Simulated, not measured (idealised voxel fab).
Process module name: voxel transistor to metal
Cross-section cut: width 280 nm, square cells of 5 nm.
Just so we're on the same page, the cross-sections are grids of square cells, and they're listed out in bands top to bottom, each band one or more rows deep.
Quick guide to a band line: top height, bottom height (nm) up front; then every material left to right with its width in nm. Only one material and it's marked "everywhere"? Then it fills the band edge to edge. And "empty" just means empty space.
Heads up on the height convention: 0 is the point under which the incoming wafer is all one material, and the lowest band has no bottom, it just keeps going down, like "0 -> down".
Read "30 to 40" as a graded width: first number on top, second number at the bottom, same change between each pair of neighbouring rows.
Key: "everything unchanged" - step with no changed cell in the cross-section.
This entry, "Cavities, sealed", enumerates those empty regions of no fewer than 8 cells that possess no open connection to the top. Each region is reported in the form width x height at distance, the distance being taken from the left edge, with all three quantities expressed in nm.
Text after the settings on a step's line: the simulator's own remark on that step.
overlay nm: how far to the right of its planned place the mask lay on this masked step (negative: to the left).
PLAN
1: RECEIVE [material Si]
2: OXIDIZE [depth nm 5]
3: CONFORMAL_DEP [material SiN] [thk nm 15]
4: MASKED_ETCH [tone cover] [mask id ACTIVE] [width nm 95] [pitch nm 135] [etch materials SiN] [depth nm 15] [overlay nm 0]
5: MASKED_ETCH [tone cover] [mask id ACTIVE] [width nm 105] [pitch nm 135] [etch materials SiO2] [depth nm 5] [overlay nm 0]
6: MASKED_ETCH [tone cover] [mask id ACTIVE] [width nm 105] [pitch nm 135] [etch materials Si] [depth nm 20] [overlay nm 0]
7: OXIDIZE [depth nm 5]
8: FILL_DEP [material SiO2] [thk nm 15]
9: CMP [height nm 15]
10: SELECTIVE_ETCH [etch materials SiO2] [depth nm 15]
11: STRIP [etch materials SiN]
12: SELECTIVE_ETCH [etch materials SiO2] [depth nm 5]
13: OXIDIZE [depth nm 5]
14: DIRECTIONAL_DEP [material polySi] [thk nm 20]
15: DIRECTIONAL_DEP [material SiCN] [thk nm 15]
16: PATTERN [tone cover] [mask id GATE] [material resist] [width nm 25] [pitch nm 135] [thk nm 15] [overlay nm 0]
17: DIRECTIONAL_ETCH [etch materials SiCN] [depth nm 25]
18: DIRECTIONAL_ETCH [etch materials polySi] [depth nm 30]
19: STRIP [etch materials resist]
20: CONFORMAL_DEP [material SiO2] [thk nm 5]
21: DIRECTIONAL_ETCH [etch materials SiO2] [depth nm 5]
22: CONFORMAL_DEP [material SiN] [thk nm 5]
23: DIRECTIONAL_ETCH [etch materials SiN] [depth nm 5]
24: DIRECTIONAL_ETCH [etch materials SiO2] [depth nm 5]
25: DIRECTIONAL_ETCH [etch materials Si] [depth nm 5]
26: EPI [material nSi] [thk nm 10]
27: FILL_DEP [material SiO2] [thk nm 10]
28: CMP [height nm 15]
29: STRIP [etch materials polySi]
30: SELECTIVE_ETCH [etch materials SiO2] [depth nm 5]
31: CONFORMAL_DEP [material HfO2] [thk nm 5]
32: CONFORMAL_DEP [material TiN] [thk nm 5]
33: FILL_DEP [material W] [thk nm 5]
34: CMP [height nm 10]
35: DIRECTIONAL_DEP [material SiO2] [thk nm 10]
36: DIRECTIONAL_DEP [material aC] [thk nm 10]
37: PATTERN [tone open] [mask id CONTACT] [material resist] [width nm 20] [thk nm 30] [overlay nm 0]
38: DIRECTIONAL_ETCH [etch materials aC] [depth nm 10]
39: STRIP [etch materials resist]
40: DIRECTIONAL_ETCH [etch materials SiO2] [depth nm 25]
41: STRIP [etch materials aC]
42: CONFORMAL_DEP [material TiN] [thk nm 5]
43: FILL_DEP [material W] [thk nm 10]
44: CMP [height nm 20]
45: DIRECTIONAL_DEP [material TiN] [thk nm 5]
46: DIRECTIONAL_DEP [material Ru] [thk nm 20]
47: PATTERN [tone cover] [mask id METAL_1] [material resist] [width nm 20] [thk nm 20] [overlay nm 0]
48: DIRECTIONAL_ETCH [etch materials Ru] [depth nm 20]
49: DIRECTIONAL_ETCH [etch materials TiN] [depth nm 5]
50: STRIP [etch materials resist]
51: CONFORMAL_DEP [material SiCN] [thk nm 5]
52: FILL_DEP [material lowk] [thk nm 10]
53: CMP [height nm 45]
54: CONFORMAL_DEP [material SiCN] [thk nm 5]
55: DIRECTIONAL_DEP [material lowk] [thk nm 30]
56: PATTERN [tone open] [mask id METAL_2] [material resist] [width nm 20] [pitch nm 135] [thk nm 15] [overlay nm 0]
57: DIRECTIONAL_ETCH [etch materials lowk] [depth nm 20]
58: STRIP [etch materials resist]
59: PATTERN [tone open] [mask id METAL_2_HOLES] [material resist] [width nm 15] [pitch nm 135] [thk nm 15] [overlay nm 0]
60: DIRECTIONAL_ETCH [etch materials lowk] [depth nm 10]
61: DIRECTIONAL_ETCH [etch materials SiCN] [depth nm 5]
62: STRIP [etch materials resist]
63: CONFORMAL_DEP [material TiN] [thk nm 5]
64: FILL_DEP [material Ru] [thk nm 5]
65: CMP [height nm 80]
66: CONFORMAL_DEP [material SiN] [thk nm 5]
The width nm used in step 4 is not the same on every wafer, whereas the starting condition is; the value printed in the plan is the first wafer's.
CROSS-SECTION OF THE FIRST INCOMING WAFER OF SEVERAL, STATE AFTER STEP 1
	0 -> down: Si everywhere
	Cavities, sealed: none
FOR YOUR REFERENCE, THE TABLE IS ORGANIZED WITH A ROW PER WAFER; EACH ROW REFLECTS THE WAFER AT THE END OF THE MODULE, INDICATING FOR EACH MATERIAL THE CELLS GAINED (+) OR LOST (-) SINCE RECEIPT, AND THEREAFTER ITS CLOSED VOIDS
width nm 95, +26 HfO2, +82 Ru, -204 Si, +122 SiCN, +68 SiN, +232 SiO2, +114 TiN, +40 W, +420 lowk, +52 nSi, Cavities, sealed: none
width nm 100, +26 HfO2, +82 Ru, -204 Si, +122 SiCN, +68 SiN, +232 SiO2, +114 TiN, +40 W, +420 lowk, +52 nSi, Cavities, sealed: none
width nm 105, +26 HfO2, +82 Ru, -204 Si, +122 SiCN, +68 SiN, +232 SiO2, +114 TiN, +40 W, +420 lowk, +52 nSi, Cavities, sealed: none
width nm 110, +26 HfO2, +82 Ru, -198 Si, +122 SiCN, +68 SiN, +222 SiO2, +114 TiN, +40 W, +420 lowk, +56 nSi, Cavities, sealed: none
width nm 115, +26 HfO2, +82 Ru, -192 Si, +122 SiCN, +68 SiN, +212 SiO2, +114 TiN, +40 W, +420 lowk, +60 nSi, Cavities, sealed: none
